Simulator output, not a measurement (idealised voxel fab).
Title: Process Module voxel fin reveal
Pictured: cross-section cut, 200 nm wide, on a grid of 5 nm square cells.
The cross-sections in this document take the form of a grid made of square cells. They are written out as bands, in order from top to bottom. Each band consists of one or more rows of cells.
A band entry consists of two parts. The first gives the height of the band's top and the height of its bottom, in nm. The rest lists the band's materials from left to right, each with its width in nm. A single material labelled with the word "full width" fills the band from edge to edge, and the word "air" marks empty space.
Below 0: as-received wafer, all one material; heights counted from there. Lowest band: no bottom, goes on down, written "0 -> down".
A width such as "30 to 40" changes by the same amount from each row of cells to the next, from the band's top row to its bottom row.
Step marked "remains unaltered"? Then no cell in the cross-section changed in it.
Heads up: "Enclosed void catalog" only lists the empty pockets with no open path to the top that are 8 cells or more, and it writes them as width x height at distance, distance from the left edge, in nm.
It should be noted that, on the line of a given step, the content following the step's settings is a remark produced by the simulator itself with respect to that step.
The "overlay nm" setting may appear on a step's line; for a step that uses a mask, it gives how far to the right of its planned position the mask lay, and a negative value indicates the left.

Process steps - plan:
1,RECEIVE: material Si
2,CONFORMAL_DEP: material SiN, thk nm 5
3,DIRECTIONAL_DEP: material aC, thk nm 15
4,PATTERN: tone cover, mask id FINS, material resist, width nm 15, pitch nm 35, thk nm 35, overlay nm 0
5,DIRECTIONAL_ETCH: etch materials aC, depth nm 15
6,STRIP: etch materials resist
7,DIRECTIONAL_ETCH: etch materials SiN, depth nm 5
8,DIRECTIONAL_ETCH: etch materials Si, depth nm 35
9,STRIP: etch materials aC
10,OXIDIZE: depth nm 5
11,FILL_DEP: material SiO2, thk nm 15
12,CMP: height nm 5
13,SELECTIVE_ETCH: etch materials SiO2, depth nm 20
14,STRIP: etch materials SiN
15,CONFORMAL_DEP: material SiO2, thk nm 5

Wafer as received: cross-section following step 1:
	0 -> down = Si full width
	Enclosed void catalog: none

Run as planned - first of the two wafers cross-sectioned at the end of the module:
	5 -> 0 = air=75; SiO2=15; air=20; SiO2=15; air=75
	0 -> -10 = air=75; SiO2=5; Si=5; SiO2=5; air=20; SiO2=5; Si=5; SiO2=5; air=75
	-10 -> -40 = SiO2=80; Si=5; SiO2=30; Si=5; SiO2=80
	-40 -> down = Si full width
	Enclosed void catalog: none

End of module, second wafer, cross-section. Started like the first, planned like the first, run with one mistake:
	5 -> 0 = SiO2=75; air=15; SiO2=20; air=15; SiO2=75
	0 -> -10 = Si=70; SiO2=5; air=15; SiO2=5; Si=10; SiO2=5; air=15; SiO2=5; Si=70
	-10 -> -40 = Si=70; SiO2=25; Si=10; SiO2=25; Si=70
	-40 -> down = Si full width
	Enclosed void catalog: none
Where did the run depart from the plan? rather than as planned, step 4 actually ran as PATTERN: tone open, mask id FINS, material resist, width nm 15, pitch nm 35, thk nm 35, overlay nm 0
Heads up, by the end the second wafer has more or fewer cells of some materials compared to the first: Si: 224 more | SiO2: 140 fewer
